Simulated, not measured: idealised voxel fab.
Process module, titled voxel capacitor over wiring
This is section cut - it's 235 nm across, gridded in 5 nm square cells.
Bands, listed from the top down, are how a cross-section gets written in this document; the cross-section itself is a grid of square cells, and a band is one or more rows of them. It is stipulated that each band's entry specify, in nanometres, the height of the top of the band and then that of its bottom, followed by the materials of the band in left-to-right sequence, each together with its width in nanometres. A single material marked by the word "throughout" is understood to fill the band from edge to edge; the word "empty" is understood to denote empty space. The level at which height equals 0 is the one under which the wafer, as it arrives, is entirely one material. No lower edge exists for the bottom band, which continues downward and is notated as in "z 0 and below". Read "30..40" as a graded width: first number on top, second number at the bottom, same change between each pair of neighbouring rows. Given "changes: none" for a step, no cell of the cross-section differs between before and after that step. "Enclosed cavities" enumerates empty spaces isolated from the top, with no open way to it, that contain at least 8 cells, giving each as width x height at distance from the left edge, all three in nm. after a step's settings: what the simulator itself notes on the step. You can add "overlay nm" to a step's line. For a step with a mask, it describes how far the mask lay to the right of its planned position, and a negative number describes a lay to the left.

**Process steps - plan**
| 1 | RECEIVE (material Si) |
| 2 | CONFORMAL_DEP (material SiO2; thk nm 10) |
| 3 | CONFORMAL_DEP (material SiCN; thk nm 5) |
| 4 | DIRECTIONAL_DEP (material SiO2; thk nm 15) |
| 5 | DIRECTIONAL_DEP (material aC; thk nm 15) |
| 6 | PATTERN (tone open; mask id METAL_1; material resist; width nm 20; pitch nm 80; thk nm 35; overlay nm 0) |
| 7 | DIRECTIONAL_ETCH (etch materials aC; depth nm 15) |
| 8 | STRIP (etch materials resist) |
| 9 | DIRECTIONAL_ETCH (etch materials SiO2; depth nm 15) |
| 10 | DIRECTIONAL_ETCH (etch materials SiCN; depth nm 5) |
| 11 | STRIP (etch materials aC) |
| 12 | CONFORMAL_DEP (material TiN; thk nm 5) |
| 13 | FILL_DEP (material Cu; thk nm 5) |
| 14 | CMP (height nm 30) |
| 15 | CONFORMAL_DEP (material SiCN; thk nm 5) |
| 16 | DIRECTIONAL_DEP (material SiO2; thk nm 15) |
| 17 | PATTERN (tone open; mask id PLUG_1; material resist; width nm 15; thk nm 15; overlay nm 0) |
| 18 | DIRECTIONAL_ETCH (etch materials SiO2; depth nm 15) |
| 19 | DIRECTIONAL_ETCH (etch materials SiCN; depth nm 5) |
| 20 | STRIP (etch materials resist) |
| 21 | CONFORMAL_DEP (material TiN; thk nm 5) |
| 22 | FILL_DEP (material W; thk nm 10) |
| 23 | CMP (height nm 50) |
| 24 | DIRECTIONAL_DEP (material TiN; thk nm 10) |
| 25 | DIRECTIONAL_DEP (material HfO2; thk nm 5) |
| 26 | DIRECTIONAL_DEP (material TiN; thk nm 5) |
| 27 | PATTERN (tone cover; mask id UPPER_PLATE; material resist; width nm 65; thk nm 20; overlay nm 0) |
| 28 | DIRECTIONAL_ETCH (etch materials TiN; depth nm 5) |
| 29 | DIRECTIONAL_ETCH (etch materials HfO2; depth nm 5) |
| 30 | STRIP (etch materials resist) |
| 31 | PATTERN (tone cover; mask id LOWER_PLATE; material resist; width nm 75; thk nm 20; overlay nm 0) |
| 32 | DIRECTIONAL_ETCH (etch materials TiN; depth nm 10) |
| 33 | STRIP (etch materials resist) |
| 34 | FILL_DEP (material SiO2; thk nm 20) |
| 35 | CMP (height nm 85) |
| 36 | PATTERN (tone open; mask id PLUG_2; material resist; width nm 15; thk nm 15; overlay nm 0) |
| 37 | DIRECTIONAL_ETCH (etch materials SiO2; depth nm 15) |
| 38 | STRIP (etch materials resist) |
| 39 | CONFORMAL_DEP (material TiN; thk nm 5) |
| 40 | FILL_DEP (material W; thk nm 10) |
| 41 | CMP (height nm 85) |
| 42 | CONFORMAL_DEP (material SiN; thk nm 5) |

**Wafer at receipt (post step 1), cross-section**
  z 0 and below | Si throughout
  Enclosed cavities: none

**As-planned run: cross-section of the first of two wafers at end of module**
  z 90 to 85 | SiN throughout
  z 85 to 75 | 80 nm SiO2  5 nm TiN  5 nm W  5 nm TiN  140 nm SiO2
  z 75 to 65 | 80..70 nm SiO2  15..65 nm TiN  140..100 nm SiO2
  z 65 to 60 | 70 nm SiO2  65 nm HfO2  100 nm SiO2
  z 60 to 50 | 65 nm SiO2  75 nm TiN  95 nm SiO2
  z 50 to 35 | 70 nm SiO2  5 nm TiN  5 nm W  5 nm TiN  150 nm SiO2
  z 35 to 30 | 70 nm SiCN  15 nm TiN  150 nm SiCN
  z 30 to 15 | 65 nm SiO2  5 nm TiN  10 nm Cu  5 nm TiN  60 nm SiO2  5 nm TiN  10 nm Cu  5 nm TiN  70 nm SiO2
  z 15 to 10 | 65 nm SiCN  20 nm TiN  60 nm SiCN  20 nm TiN  70 nm SiCN
  z 10 to 0 | SiO2 throughout
  z 0 and below | Si throughout
  Enclosed cavities: none

**So this is wafer number two of the two, cut at the end of the module - it started where the first did and had the same plan, we just got one thing wrong running it**
  z 90 to 85 | SiN throughout
  z 85 to 75 | 80 nm SiO2  5 nm TiN  5 nm W  5 nm TiN  140 nm SiO2
  z 75 to 65 | 80..70 nm SiO2  15..65 nm TiN  140..100 nm SiO2
  z 65 to 60 | 70 nm SiO2  65 nm HfO2  100 nm SiO2
  z 60 to 50 | 65 nm SiO2  75 nm TiN  95 nm SiO2
  z 50 to 45 | 70 nm SiCN  15 nm TiN  150 nm SiCN
  z 45 to 30 | SiO2 throughout
  z 30 to 15 | 65 nm SiO2  5 nm TiN  10 nm Cu  5 nm TiN  60 nm SiO2  5 nm TiN  10 nm Cu  5 nm TiN  70 nm SiO2
  z 15 to 10 | 65 nm SiCN  20 nm TiN  60 nm SiCN  20 nm TiN  70 nm SiCN
  z 10 to 0 | SiO2 throughout
  z 0 and below | Si throughout
  Enclosed cavities: none
Here's what went sideways: order of steps 15 and 16 inverted relative to the plan
Final tally in cells, some materials are higher or lower on the second wafer than on the first: 9 more of SiO2, 6 fewer of TiN, 3 fewer of W
